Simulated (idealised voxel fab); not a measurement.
process module | voxel capacitor over wiring
cross-section cut | 230 nm wide | cells 5 nm
A cross-section is a grid of square cells, given in bands from the top down. A band is one or more rows of cells.
Each band's line starts with the height of the band's top and of its bottom, in nm. Then come its materials from left to right, each with its width in nm. One material with "throughout" fills the band from edge to edge. "air" is empty space.
Height 0 is the level under which the wafer as received is all one material. The lowest band goes on downwards, as in "0 down".
A width such as "30 to 40" changes by the same amount from each row of cells to the next, from the band's top row to its bottom row.
"no change" after a step means that no cell of the cross-section changed.
closed voids: empty space of 8 cells or more with no open way to the top, each as width x height at its distance from the left edge, in nm
after a step's settings: what the simulator itself notes on the step
overlay nm, on a step with a mask: how far to the right of its planned place the mask lay; to the left if negative
plan
1 op RECEIVE | material Si
2 op CONFORMAL_DEP | material SiO2 | thk nm 15
3 op DIRECTIONAL_DEP | material TiN | thk nm 5
4 op DIRECTIONAL_DEP | material Ru | thk nm 20
5 op PATTERN | tone cover | mask id METAL_1 | material resist | width nm 30 | pitch nm 80 | thk nm 20 | overlay nm 0
6 op DIRECTIONAL_ETCH | etch materials Ru | depth nm 20
7 op DIRECTIONAL_ETCH | etch materials TiN | depth nm 5
8 op STRIP | etch materials resist
9 op CONFORMAL_DEP | material SiN | thk nm 5
10 op FILL_DEP | material lowk | thk nm 10
11 op CMP | height nm 40
12 op CONFORMAL_DEP | material SiCN | thk nm 5
13 op DIRECTIONAL_DEP | material lowk | thk nm 15
14 op MASKED_ETCH | tone open | mask id PLUG_1 | width nm 15 | etch materials lowk | depth nm 15 | overlay nm 0
15 op MASKED_ETCH | tone open | mask id PLUG_1 | width nm 15 | etch materials SiCN | depth nm 5 | overlay nm 0
16 op CONFORMAL_DEP | material TiN | thk nm 5
17 op FILL_DEP | material W | thk nm 5
18 op CMP | height nm 60
19 op DIRECTIONAL_DEP | material TiN | thk nm 5
20 op DIRECTIONAL_DEP | material HfO2 | thk nm 5
21 op DIRECTIONAL_DEP | material TiN | thk nm 5
22 op PATTERN | tone cover | mask id UPPER_PLATE | material resist | width nm 55 | thk nm 20 | overlay nm 0
23 op DIRECTIONAL_ETCH | etch materials TiN | depth nm 5
24 op DIRECTIONAL_ETCH | etch materials HfO2 | depth nm 5
25 op STRIP | etch materials resist
26 op DIRECTIONAL_DEP | material aC | thk nm 15
27 op PATTERN | tone cover | mask id LOWER_PLATE | material resist | width nm 65 | thk nm 30 | overlay nm -15
28 op DIRECTIONAL_ETCH | etch materials aC | depth nm 15
29 op STRIP | etch materials resist
30 op DIRECTIONAL_ETCH | etch materials TiN | depth nm 5
31 op STRIP | etch materials aC
32 op FILL_DEP | material SiO2 | thk nm 15
33 op CMP | height nm 85
34 op DIRECTIONAL_DEP | material aC | thk nm 10
35 op PATTERN | tone open | mask id PLUG_2 | material resist | width nm 15 | thk nm 30 | overlay nm 0
36 op DIRECTIONAL_ETCH | etch materials aC | depth nm 10
37 op STRIP | etch materials resist
38 op DIRECTIONAL_ETCH | etch materials SiO2 | depth nm 10
39 op STRIP | etch materials aC
40 op CONFORMAL_DEP | material TiN | thk nm 5
41 op FILL_DEP | material W | thk nm 10
42 op CMP | height nm 85
43 op CONFORMAL_DEP | material SiCN | thk nm 5
varied across the wafers: overlay nm of step 27. The plan shows the first wafer's value. All wafers start alike
first wafer as received, after step 1
  0 down: Si throughout
  closed voids: none
each wafer at the end: cells of each material gained (+) or lost (-) since it was received, then its closed voids
overlay nm -15 | +11 HfO2 | +48 Ru | +89 SiCN | +50 SiN | +327 SiO2 | +50 TiN | +4 W | +249 lowk | closed voids: none
overlay nm -10 | +11 HfO2 | +48 Ru | +89 SiCN | +50 SiN | +327 SiO2 | +50 TiN | +4 W | +249 lowk | closed voids: none
overlay nm -5 | +11 HfO2 | +48 Ru | +89 SiCN | +50 SiN | +327 SiO2 | +50 TiN | +4 W | +249 lowk | closed voids: none
overlay nm 0 | +11 HfO2 | +48 Ru | +89 SiCN | +50 SiN | +327 SiO2 | +50 TiN | +4 W | +249 lowk | closed voids: none
overlay nm 5 | +11 HfO2 | +48 Ru | +89 SiCN | +50 SiN | +327 SiO2 | +50 TiN | +4 W | +249 lowk | closed voids: none
overlay nm 10 | +11 HfO2 | +48 Ru | +89 SiCN | +50 SiN | +327 SiO2 | +50 TiN | +4 W | +249 lowk | closed voids: none
overlay nm 15 | +11 HfO2 | +48 Ru | +89 SiCN | +50 SiN | +327 SiO2 | +50 TiN | +4 W | +249 lowk | closed voids: none
